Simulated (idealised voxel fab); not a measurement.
Process module, titled voxel ribs on slabs
For reference, the cross-section in this document is cut, with width 290 nm and square cells of 5 nm.
Square cells in a grid make up a cross-section in this document, and the grid is given as bands, listed from the top down, each one or more rows of cells.
Heights first: top, then bottom, in nm. Then materials, left to right, each with a width in nm. "all across" on a single material: fills the band edge to edge. "empty": empty space.
Note: height 0 marks the level under which the wafer is uniformly one material as received. Lowest band unbounded below, written "top 0, no bottom".
It should be noted that a width expressed as "30 to 40" varies in equal increments from row to row of cells within the band, taking the value of the first number at the top row and that of the second number at the bottom row.
"nothing different" (step): cross-section cells unchanged, all of them.
So "Enclosed void catalog" is basically the list of trapped voids: any empty space of 8 cells or more that can't reach the top through an opening. They're written width x height at distance, the distance being from the left edge, and it's all nm.
What comes after the settings on a step's line is commentary from the simulator itself on that step.
overlay nm: for a step with a mask, the amount by which the mask lay right of where it was planned; a negative amount means left of it.
Read the rest as pairs. Take the cross-section before one process step, then the cross-section after it, which shows only down to the lowest band that changed. Under the pair, find the step between them and its settings. Bear in mind that pairs may come from different runs of this module on the same starting wafer: link a pair to the pair above it only where its entry headed "Ahead of processing" says to.

[Ahead of processing]
    top 0, no bottom | Si all across
    Enclosed void catalog: none

[Cross-Section Thereafter]
    top 30, bottom 0 | SiO2 all across
    Rest of section, below 0: as before.
    Enclosed void catalog: none
The step occurring between the two cross-sections depicted above is identified as DIRECTIONAL_DEP: material SiO2, thk nm 30

Ahead of processing: no separate figure, the pair right above already shows it after its step.

[Cross-Section Thereafter]
    top 55, bottom 30 | SiN all across
    Rest of section, below 30: as before.
    Enclosed void catalog: none
The step occurring between the two cross-sections depicted above is identified as DIRECTIONAL_DEP: material SiN, thk nm 25

Ahead of processing: no separate figure, the pair right above already shows it after its step.

[Cross-Section Thereafter]
    top 55, bottom 45 | empty 135; SiN 20; empty 135
    Rest of section, below 45: as before.
    Enclosed void catalog: none
The step occurring between the two cross-sections depicted above is identified as MASKED_ETCH: tone cover, mask id RIB, width nm 20, etch materials SiN, depth nm 10, overlay nm 0

Ahead of processing: no separate figure, the pair right above already shows it after its step.

[Cross-Section Thereafter]
    top 55, bottom 45 | empty 135; SiN 20; empty 135
    top 45, bottom 30 | empty 105; SiN 80; empty 105
    Rest of section, below 30: as before.
    Enclosed void catalog: none
The step occurring between the two cross-sections depicted above is identified as MASKED_ETCH: tone cover, mask id SLAB, width nm 80, etch materials SiN, depth nm 15, overlay nm 0

Ahead of processing: no separate figure, the pair right above already shows it after its step.

[Cross-Section Thereafter]
    top 75, bottom 55 | SiO2 all across
    top 55, bottom 45 | SiO2 135; SiN 20; SiO2 135
    top 45, bottom 30 | SiO2 105; SiN 80; SiO2 105
    Rest of section, below 30: as before.
    Enclosed void catalog: none
The step occurring between the two cross-sections depicted above is identified as FILL_DEP: material SiO2, thk nm 20

Ahead of processing: no separate figure, the pair right above already shows it after its step.

[Cross-Section Thereafter]
    top 70, bottom 55 | SiO2 all across
    Rest of section, below 55: as before.
    Enclosed void catalog: none
The step occurring between the two cross-sections depicted above is identified as CMP: height nm 70

Ahead of processing: no separate figure, the pair right above already shows it after its step.

[Cross-Section Thereafter]
    top 75, bottom 70 | W all across
    Rest of section, below 70: as before.
    Enclosed void catalog: none
The step occurring between the two cross-sections depicted above is identified as DIRECTIONAL_DEP: material W, thk nm 5

Ahead of processing: no separate figure, the pair right above already shows it after its step.

[Cross-Section Thereafter]
    top 75, bottom 70 | empty 130; W 30; empty 130
    Rest of section, below 70: as before.
    Enclosed void catalog: none
The step occurring between the two cross-sections depicted above is identified as MASKED_ETCH: tone cover, mask id HEATER, width nm 30, etch materials W, depth nm 5, overlay nm 0

Ahead of processing: no separate figure, the pair right above already shows it after its step.

[Cross-Section Thereafter]
    top 80, bottom 75 | empty 125; SiO2 40; empty 125
    top 75, bottom 70 | SiO2 130; W 30; SiO2 130
    Rest of section, below 70: as before.
    Enclosed void catalog: none
The step occurring between the two cross-sections depicted above is identified as CONFORMAL_DEP: material SiO2, thk nm 5

[Ahead of processing]
    top 30, bottom 0 | SiO2 all across
    top 0, no bottom | Si all across
    Enclosed void catalog: none

[Cross-Section Thereafter]
    top 60, bottom 0 | SiO2 all across
    Rest of section, below 0: as before.
    Enclosed void catalog: none
The step occurring between the two cross-sections depicted above is identified as DIRECTIONAL_DEP: material SiO2, thk nm 30

Ahead of processing: no separate figure, the pair right above already shows it after its step.

[Cross-Section Thereafter]
    top 85, bottom 60 | SiN all across
    Rest of section, below 60: as before.
    Enclosed void catalog: none
The step occurring between the two cross-sections depicted above is identified as DIRECTIONAL_DEP: material SiN, thk nm 25

Ahead of processing: no separate figure, the pair right above already shows it after its step.

[Cross-Section Thereafter]
    top 85, bottom 75 | empty 135; SiN 20; empty 135
    Rest of section, below 75: as before.
    Enclosed void catalog: none
The step occurring between the two cross-sections depicted above is identified as MASKED_ETCH: tone cover, mask id RIB, width nm 20, etch materials SiN, depth nm 10, overlay nm 0

Ahead of processing: no separate figure, the pair right above already shows it after its step.

[Cross-Section Thereafter]
    top 85, bottom 75 | empty 135; SiN 20; empty 135
    top 75, bottom 60 | empty 105; SiN 80; empty 105
    Rest of section, below 60: as before.
    Enclosed void catalog: none
The step occurring between the two cross-sections depicted above is identified as MASKED_ETCH: tone cover, mask id SLAB, width nm 80, etch materials SiN, depth nm 15, overlay nm 0

Ahead of processing: no separate figure, the pair right above already shows it after its step.

[Cross-Section Thereafter]
    top 105, bottom 85 | SiO2 all across
    top 85, bottom 75 | SiO2 135; SiN 20; SiO2 135
    top 75, bottom 60 | SiO2 105; SiN 80; SiO2 105
    Rest of section, below 60: as before.
    Enclosed void catalog: none
The step occurring between the two cross-sections depicted above is identified as FILL_DEP: material SiO2, thk nm 20

Ahead of processing: no separate figure, the pair right above already shows it after its step.

[Cross-Section Thereafter]
    top 70, bottom 60 | SiO2 105; SiN 80; SiO2 105
    Rest of section, below 60: as before.
    Enclosed void catalog: none
The step occurring between the two cross-sections depicted above is identified as CMP: height nm 70

Ahead of processing: no separate figure, the pair right above already shows it after its step.

[Cross-Section Thereafter]
    top 75, bottom 70 | W all across
    Rest of section, below 70: as before.
    Enclosed void catalog: none
The step occurring between the two cross-sections depicted above is identified as DIRECTIONAL_DEP: material W, thk nm 5

Ahead of processing: no separate figure, the pair right above already shows it after its step.

[Cross-Section Thereafter]
    top 75, bottom 70 | empty 130; W 30; empty 130
    Rest of section, below 70: as before.
    Enclosed void catalog: none
The step occurring between the two cross-sections depicted above is identified as MASKED_ETCH: tone cover, mask id HEATER, width nm 30, etch materials W, depth nm 5, overlay nm 0

Ahead of processing: no separate figure, the pair right above already shows it after its step.

[Cross-Section Thereafter]
    top 80, bottom 75 | empty 125; SiO2 40; empty 125
    top 75, bottom 70 | SiO2 130; W 30; SiO2 130
    Rest of section, below 70: as before.
    Enclosed void catalog: none
The step occurring between the two cross-sections depicted above is identified as CONFORMAL_DEP: material SiO2, thk nm 5

[Ahead of processing]
    top 0, no bottom | Si all across
    Enclosed void catalog: none

[Cross-Section Thereafter]
    top 25, bottom 0 | SiN all across
    Rest of section, below 0: as before.
    Enclosed void catalog: none
The step occurring between the two cross-sections depicted above is identified as DIRECTIONAL_DEP: material SiN, thk nm 25

Ahead of processing: no separate figure, the pair right above already shows it after its step.

[Cross-Section Thereafter]
    top 55, bottom 25 | SiO2 all across
    Rest of section, below 25: as before.
    Enclosed void catalog: none
The step occurring between the two cross-sections depicted above is identified as DIRECTIONAL_DEP: material SiO2, thk nm 30

Ahead of processing: no separate figure, the pair right above already shows it after its step.

[Cross-Section Thereafter]
    top 75, bottom 25 | SiO2 all across
    Rest of section, below 25: as before.
    Enclosed void catalog: none
The step occurring between the two cross-sections depicted above is identified as FILL_DEP: material SiO2, thk nm 20

Ahead of processing: no separate figure, the pair right above already shows it after its step.

[Cross-Section Thereafter]
    top 70, bottom 25 | SiO2 all across
    Rest of section, below 25: as before.
    Enclosed void catalog: none
The step occurring between the two cross-sections depicted above is identified as CMP: height nm 70

Ahead of processing: no separate figure, the pair right above already shows it after its step.

[Cross-Section Thereafter]
    top 75, bottom 70 | W all across
    Rest of section, below 70: as before.
    Enclosed void catalog: none
The step occurring between the two cross-sections depicted above is identified as DIRECTIONAL_DEP: material W, thk nm 5

Ahead of processing: no separate figure, the pair right above already shows it after its step.

[Cross-Section Thereafter]
    top 75, bottom 70 | empty 130; W 30; empty 130
    Rest of section, below 70: as before.
    Enclosed void catalog: none
The step occurring between the two cross-sections depicted above is identified as MASKED_ETCH: tone cover, mask id HEATER, width nm 30, etch materials W, depth nm 5, overlay nm 0

Ahead of processing: no separate figure, the pair right above already shows it after its step.

[Cross-Section Thereafter]
    top 80, bottom 75 | empty 125; SiO2 40; empty 125
    top 75, bottom 70 | SiO2 130; W 30; SiO2 130
    Rest of section, below 70: as before.
    Enclosed void catalog: none
The step occurring between the two cross-sections depicted above is identified as CONFORMAL_DEP: material SiO2, thk nm 5

[Ahead of processing]
    top 30, bottom 0 | SiO2 all across
    top 0, no bottom | Si all across
    Enclosed void catalog: none

[Cross-Section Thereafter]
    top 65, bottom 30 | SiN all across
    Rest of section, below 30: as before.
    Enclosed void catalog: none
The step occurring between the two cross-sections depicted above is identified as DIRECTIONAL_DEP: material SiN, thk nm 35

Ahead of processing: no separate figure, the pair right above already shows it after its step.

[Cross-Section Thereafter]
    top 65, bottom 55 | empty 135; SiN 20; empty 135
    Rest of section, below 55: as before.
    Enclosed void catalog: none
The step occurring between the two cross-sections depicted above is identified as MASKED_ETCH: tone cover, mask id RIB, width nm 20, etch materials SiN, depth nm 10, overlay nm 0

Ahead of processing: no separate figure, the pair right above already shows it after its step.

[Cross-Section Thereafter]
    top 65, bottom 55 | empty 135; SiN 20; empty 135
    top 55, bottom 40 | empty 105; SiN 80; empty 105
    Rest of section, below 40: as before.
    Enclosed void catalog: none
The step occurring between the two cross-sections depicted above is identified as MASKED_ETCH: tone cover, mask id SLAB, width nm 80, etch materials SiN, depth nm 15, overlay nm 0

Ahead of processing: no separate figure, the pair right above already shows it after its step.

[Cross-Section Thereafter]
    top 85, bottom 65 | SiO2 all across
    top 65, bottom 55 | SiO2 135; SiN 20; SiO2 135
    top 55, bottom 40 | SiO2 105; SiN 80; SiO2 105
    Rest of section, below 40: as before.
    Enclosed void catalog: none
The step occurring between the two cross-sections depicted above is identified as FILL_DEP: material SiO2, thk nm 20

Ahead of processing: no separate figure, the pair right above already shows it after its step.

[Cross-Section Thereafter]
    top 70, bottom 65 | SiO2 all across
    Rest of section, below 65: as before.
    Enclosed void catalog: none
The step occurring between the two cross-sections depicted above is identified as CMP: height nm 70

Ahead of processing: no separate figure, the pair right above already shows it after its step.

[Cross-Section Thereafter]
    top 75, bottom 70 | W all across
    Rest of section, below 70: as before.
    Enclosed void catalog: none
The step occurring between the two cross-sections depicted above is identified as DIRECTIONAL_DEP: material W, thk nm 5

Ahead of processing: no separate figure, the pair right above already shows it after its step.

[Cross-Section Thereafter]
    top 75, bottom 70 | empty 130; W 30; empty 130
    Rest of section, below 70: as before.
    Enclosed void catalog: none
The step occurring between the two cross-sections depicted above is identified as MASKED_ETCH: tone cover, mask id HEATER, width nm 30, etch materials W, depth nm 5, overlay nm 0

Ahead of processing: no separate figure, the pair right above already shows it after its step.

[Cross-Section Thereafter]
    top 80, bottom 75 | empty 125; SiO2 40; empty 125
    top 75, bottom 70 | SiO2 130; W 30; SiO2 130
    Rest of section, below 70: as before.
    Enclosed void catalog: none
The step occurring between the two cross-sections depicted above is identified as CONFORMAL_DEP: material SiO2, thk nm 5

[Ahead of processing]
    top 75, bottom 70 | W all across
    top 70, bottom 55 | SiO2 all across
    top 55, bottom 45 | SiO2 135; SiN 20; SiO2 135
    top 45, bottom 30 | SiO2 105; SiN 80; SiO2 105
    top 30, bottom 0 | SiO2 all across
    top 0, no bottom | Si all across
    Enclosed void catalog: none

[Cross-Section Thereafter]
    top 75, bottom 70 | empty 125; W 40; empty 125
    Rest of section, below 70: as before.
    Enclosed void catalog: none
The step occurring between the two cross-sections depicted above is identified as MASKED_ETCH: tone cover, mask id HEATER, width nm 40, etch materials W, depth nm 5, overlay nm 0

Ahead of processing: no separate figure, the pair right above already shows it after its step.

[Cross-Section Thereafter]
    top 80, bottom 75 | empty 120; SiO2 50; empty 120
    top 75, bottom 70 | SiO2 125; W 40; SiO2 125
    Rest of section, below 70: as before.
    Enclosed void catalog: none
The step occurring between the two cross-sections depicted above is identified as CONFORMAL_DEP: material SiO2, thk nm 5

[Ahead of processing]
    top 55, bottom 45 | empty 135; SiN 20; empty 135
    top 45, bottom 30 | SiN all across
    top 30, bottom 0 | SiO2 all across
    top 0, no bottom | Si all across
    Enclosed void catalog: none

[Cross-Section Thereafter]
    top 55, bottom 45 | empty 135; SiN 20; empty 135
    top 45, bottom 30 | empty 100; SiN 80; empty 110
    Rest of section, below 30: as before.
    Enclosed void catalog: none
The step occurring between the two cross-sections depicted above is identified as MASKED_ETCH: tone cover, mask id SLAB, width nm 80, etch materials SiN, depth nm 15, overlay nm -5

Ahead of processing: no separate figure, the pair right above already shows it after its step.

[Cross-Section Thereafter]
    top 75, bottom 55 | SiO2 all across
    top 55, bottom 45 | SiO2 135; SiN 20; SiO2 135
    top 45, bottom 30 | SiO2 100; SiN 80; SiO2 110
    Rest of section, below 30: as before.
    Enclosed void catalog: none
The step occurring between the two cross-sections depicted above is identified as FILL_DEP: material SiO2, thk nm 20

Ahead of processing: no separate figure, the pair right above already shows it after its step.

[Cross-Section Thereafter]
    top 70, bottom 55 | SiO2 all across
    Rest of section, below 55: as before.
    Enclosed void catalog: none
The step occurring between the two cross-sections depicted above is identified as CMP: height nm 70

Ahead of processing: no separate figure, the pair right above already shows it after its step.

[Cross-Section Thereafter]
    top 75, bottom 70 | W all across
    Rest of section, below 70: as before.
    Enclosed void catalog: none
The step occurring between the two cross-sections depicted above is identified as DIRECTIONAL_DEP: material W, thk nm 5

Ahead of processing: no separate figure, the pair right above already shows it after its step.

[Cross-Section Thereafter]
    top 75, bottom 70 | empty 130; W 30; empty 130
    Rest of section, below 70: as before.
    Enclosed void catalog: none
The step occurring between the two cross-sections depicted above is identified as MASKED_ETCH: tone cover, mask id HEATER, width nm 30, etch materials W, depth nm 5, overlay nm 0

Ahead of processing: no separate figure, the pair right above already shows it after its step.

[Cross-Section Thereafter]
    top 80, bottom 75 | empty 125; SiO2 40; empty 125
    top 75, bottom 70 | SiO2 130; W 30; SiO2 130
    Rest of section, below 70: as before.
    Enclosed void catalog: none
The step occurring between the two cross-sections depicted above is identified as CONFORMAL_DEP: material SiO2, thk nm 5

[Ahead of processing]
    top 30, bottom 0 | SiO2 all across
    top 0, no bottom | Si all across
    Enclosed void catalog: none

[Cross-Section Thereafter]
    top 55, bottom 0 | SiO2 all across
    Rest of section, below 0: as before.
    Enclosed void catalog: none
The step occurring between the two cross-sections depicted above is identified as DIRECTIONAL_DEP: material SiO2, thk nm 25

Ahead of processing: no separate figure, the pair right above already shows it after its step.

[Cross-Section Thereafter]
    top 75, bottom 0 | SiO2 all across
    Rest of section, below 0: as before.
    Enclosed void catalog: none
The step occurring between the two cross-sections depicted above is identified as FILL_DEP: material SiO2, thk nm 20

Ahead of processing: no separate figure, the pair right above already shows it after its step.

[Cross-Section Thereafter]
    top 70, bottom 0 | SiO2 all across
    Rest of section, below 0: as before.
    Enclosed void catalog: none
The step occurring between the two cross-sections depicted above is identified as CMP: height nm 70

Ahead of processing: no separate figure, the pair right above already shows it after its step.

[Cross-Section Thereafter]
    top 75, bottom 70 | W all across
    Rest of section, below 70: as before.
    Enclosed void catalog: none
The step occurring between the two cross-sections depicted above is identified as DIRECTIONAL_DEP: material W, thk nm 5

Ahead of processing: no separate figure, the pair right above already shows it after its step.

[Cross-Section Thereafter]
    top 75, bottom 70 | empty 130; W 30; empty 130
    Rest of section, below 70: as before.
    Enclosed void catalog: none
The step occurring between the two cross-sections depicted above is identified as MASKED_ETCH: tone cover, mask id HEATER, width nm 30, etch materials W, depth nm 5, overlay nm 0

Ahead of processing: no separate figure, the pair right above already shows it after its step.

[Cross-Section Thereafter]
    top 80, bottom 75 | empty 125; SiO2 40; empty 125
    top 75, bottom 70 | SiO2 130; W 30; SiO2 130
    Rest of section, below 70: as before.
    Enclosed void catalog: none
The step occurring between the two cross-sections depicted above is identified as CONFORMAL_DEP: material SiO2, thk nm 5

[Ahead of processing]
    top 75, bottom 70 | W all across
    top 70, bottom 55 | SiO2 all across
    top 55, bottom 45 | SiO2 135; SiN 20; SiO2 135
    top 45, bottom 30 | SiO2 105; SiN 80; SiO2 105
    top 30, bottom 0 | SiO2 all across
    top 0, no bottom | Si all across
    Enclosed void catalog: none

[Cross-Section Thereafter]
    top 75, bottom 70 | W 130; empty 30; W 130
    Rest of section, below 70: as before.
    Enclosed void catalog: none
The step occurring between the two cross-sections depicted above is identified as MASKED_ETCH: tone open, mask id HEATER, width nm 30, etch materials W, depth nm 5, overlay nm 0

Ahead of processing: no separate figure, the pair right above already shows it after its step.

[Cross-Section Thereafter]
    top 80, bottom 75 | SiO2 135; empty 20; SiO2 135
    top 75, bottom 70 | W 130; SiO2 30; W 130
    Rest of section, below 70: as before.
    Enclosed void catalog: none
The step occurring between the two cross-sections depicted above is identified as CONFORMAL_DEP: material SiO2, thk nm 5
